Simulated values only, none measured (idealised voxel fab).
Process module name: voxel spacer lines
For reference, the cross-section in this document is cut, with width 280 nm and square cells of 5 nm.
For the purposes of this document, a cross-section shall be understood as a grid of square cells, specified as bands listed in top-to-bottom order, each band consisting of one or more rows of cells. For a band, the entry starts with two heights in nm, that of the top and then that of the bottom, and carries on with the band's materials in order from left to right, each alongside its width in nm; the word "everywhere" beside a single material means it fills the band edge to edge, and "air" means empty space. Height is counted from the level 0, under which the received wafer is composed throughout of one material. The lowest of the bands is not closed at the bottom but continues downward, in the notation "0 -> down". A width given as "30 to 40" starts at the first number in the band's top row and ends at the second number in its bottom row, shifting by an equal amount at every step from row to row. Take "no modifications" at face value: in the step it is given for, the cross-section changed in none of its cells. In the "Completely sealed voids" entry, you get each enclosed empty space of 8 cells or more, one with no open way to the top, written width x height at distance, distance from the left edge, in nm. Post-settings text on a step line: simulator's own remark regarding the step. If you see "overlay nm" on a step's line and that step has a mask, it's telling you how far right of where it was planned the mask ended up; a negative number means it went left instead.
## Here's what the planned process steps look like
1 RECEIVE [material Si]
2 CONFORMAL_DEP [material Al2O3] [thk nm 10]
3 DIRECTIONAL_DEP [material polySi] [thk nm 10]
4 DIRECTIONAL_DEP [material aC] [thk nm 30]
5 PATTERN [tone cover] [mask id MANDREL] [material resist] [width nm 15] [pitch nm 60] [thk nm 40] [overlay nm -15]
6 DIRECTIONAL_ETCH [etch materials aC] [depth nm 30]
7 STRIP [etch materials resist]
8 CONFORMAL_DEP [material SiN] [thk nm 15]
9 DIRECTIONAL_ETCH [etch materials SiN] [depth nm 15]
10 STRIP [etch materials aC]
11 DIRECTIONAL_ETCH [etch materials polySi] [depth nm 10]
12 STRIP [etch materials SiN]
Among the wafers covered here, the point of difference is the overlay nm at step 5; their starting state is shared, and the plan presents the value of the first wafer.
## The first of several wafers as received, shown in cross-section; this is its state after step 1
* 0 -> down = Si everywhere
* Completely sealed voids: none
## Below, a row for every wafer. Read it as the end-of-module picture: for each material the wafer shows its cells gained (+) or lost (-) since it was received, and then its closed voids
overlay nm -15; +112 Al2O3; +24 polySi; Completely sealed voids: none
overlay nm -10; +112 Al2O3; +24 polySi; Completely sealed voids: none
overlay nm -5; +112 Al2O3; +24 polySi; Completely sealed voids: none
overlay nm 0; +112 Al2O3; +24 polySi; Completely sealed voids: none
overlay nm 5; +112 Al2O3; +24 polySi; Completely sealed voids: none
overlay nm 10; +112 Al2O3; +24 polySi; Completely sealed voids: none
overlay nm 15; +112 Al2O3; +24 polySi; Completely sealed voids: none
